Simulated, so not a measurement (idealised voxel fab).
process module | voxel self aligned vias
We display cut, a cross-section 170 nm in width whose square cells are each 5 nm.
This document writes a cross-section as a grid whose cells are square, and gives it as bands, listed from the top down; one or more rows of cells form a band. Band: top and bottom heights (nm) first, top before bottom; then materials from left to right, widths in nm. "all across" marks a sole material filling the band edge to edge. "air" denotes empty space. Height is counted from the level 0, under which the received wafer is composed throughout of one material. The lowest of the bands is not closed at the bottom but continues downward, in the notation "z 0 and below". With a width like "30->40", each row of cells in the band differs from the next by the same amount, the top row carrying the first number and the bottom row the second. "nothing got changed", as given for a step, is the statement that not any cell of the cross-section underwent a change during that step. "Voids, fully enclosed" enumerates empty spaces isolated from the top, with no open way to it, that contain at least 8 cells, giving each as width x height at distance from the left edge, all three in nm. Formally, on a step line, whatever follows the settings is a remark that the simulator itself makes on the step. On any step carrying a mask, the "overlay nm" setting, if present on the step's line, tells how far right of its planned place the mask lay; negative values point to the left.
# This section lists the process steps that were planned
1. RECEIVE [material Si]
2. CONFORMAL_DEP [material SiO2] [thk nm 10]
3. CONFORMAL_DEP [material SiCN] [thk nm 5]
4. DIRECTIONAL_DEP [material lowk] [thk nm 20]
5. MASKED_ETCH [tone open] [mask id LINES] [width nm 30] [pitch nm 80] [etch materials lowk] [depth nm 20] [overlay nm 0]
6. CONFORMAL_DEP [material TiN] [thk nm 5]
7. FILL_DEP [material Ru] [thk nm 10]
8. CMP [height nm 35]
9. SELECTIVE_ETCH [etch materials W Ru TiN] [depth nm 5]
10. FILL_DEP [material SiN] [thk nm 5]
11. CMP [height nm 35]
12. DIRECTIONAL_DEP [material lowk] [thk nm 20]
13. DIRECTIONAL_DEP [material aC] [thk nm 10]
14. PATTERN [tone open] [mask id VIAS] [material resist] [width nm 50] [thk nm 30] [overlay nm 0]
15. DIRECTIONAL_ETCH [etch materials aC] [depth nm 5]
16. STRIP [etch materials resist]
17. DIRECTIONAL_ETCH [etch materials lowk] [depth nm 20]
18. DIRECTIONAL_ETCH [etch materials SiN] [depth nm 5]
19. STRIP [etch materials aC]
20. CONFORMAL_DEP [material TiN] [thk nm 5]
21. FILL_DEP [material Ru] [thk nm 10]
22. CMP [height nm 55]
23. CONFORMAL_DEP [material SiCN] [thk nm 5]
The wafers in this document start out alike and differ in the depth nm applied at step 15; the plan shows the value used for the first wafer.
# Incoming state of the first of several wafers in cross-section: after step 1
  z 0 and below = Si all across
  Voids, fully enclosed: none
# Every row in this table is a wafer at the end of the module, and it gives, for each of the materials, the cells that wafer has gained (+) or lost (-) since it was received, then its closed voids
depth nm 5, +16 Ru, +68 SiCN, +12 SiN, +68 SiO2, +20 TiN, +224 lowk, Voids, fully enclosed: none
depth nm 10, +44 Ru, +68 SiCN, +6 SiN, +68 SiO2, +38 TiN, +184 lowk, Voids, fully enclosed: none
depth nm 15, +44 Ru, +68 SiCN, +6 SiN, +68 SiO2, +38 TiN, +184 lowk, Voids, fully enclosed: none
depth nm 20, +44 Ru, +68 SiCN, +6 SiN, +68 SiO2, +38 TiN, +184 lowk, Voids, fully enclosed: none
depth nm 25, +44 Ru, +68 SiCN, +6 SiN, +68 SiO2, +38 TiN, +184 lowk, Voids, fully enclosed: none
